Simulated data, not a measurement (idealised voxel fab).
Herein follows the process module entitled voxel lift off.
Cross-sectional view cut (width: 170 nm; square cell size: 5 nm).
Cross-sections here: square-cell grids, written as top-down lists of bands, a band being one or more rows of cells.
In this notation a band is specified by the heights of its top and bottom, in that order and in nm, after which its materials appear from left to right, each paired with its width in nm. The word "full width" attached to a single material means that material fills the band from edge to edge; the word "air" stands for empty space.
A quick word on heights: they are counted from 0, and under that level the wafer as it came to us is one material throughout. The lowest band is different from the rest in having no bottom; it simply continues downward, written as in "0..down".
The notation "30..40" denotes a width that varies across the rows of cells in the band, beginning at the first number in the top row, finishing at the second number in the bottom row, and changing by an identical amount from each row to the next.
Where a step carries "remained the same", the cross-section came out of it unchanged, cell for cell.
"Closed void catalog" enumerates empty spaces isolated from the top, with no open way to it, that contain at least 8 cells, giving each as width x height at distance from the left edge, all three in nm.
Past the settings on a step's line: simulator remark, on that step.
overlay nm: how far to the right of its planned place the mask lay on this masked step (negative: to the left).
Planned process steps:
1. RECEIVE: material Si
2. CONFORMAL_DEP: material Al2O3, thk nm 15
3. PATTERN: tone open, mask id LINES, material resist, width nm 25, pitch nm 50, thk nm 30, overlay nm 0
4. DIRECTIONAL_DEP: material Ru, thk nm 15
5. STRIP: etch materials resist
6. CONFORMAL_DEP: material SiN, thk nm 5
The value of thk nm given for step 6 in the plan refers to the first wafer; the wafers vary in this setting and are alike at the start.
This is how the first of several wafers looked in cross-section when it arrived, which is after step 1:
  0..down = Si full width
  Closed void catalog: none
Per wafer (row), end of module: delta in cells per material since receipt, (+) for gained, (-) for lost; closed voids after that:
thk nm 5 | +102 Al2O3 | +30 Ru | +46 SiN | Closed void catalog: none
thk nm 10 | +102 Al2O3 | +30 Ru | +92 SiN | Closed void catalog: none
thk nm 15 | +102 Al2O3 | +30 Ru | +135 SiN | Closed void catalog: none
thk nm 20 | +102 Al2O3 | +30 Ru | +175 SiN | Closed void catalog: none
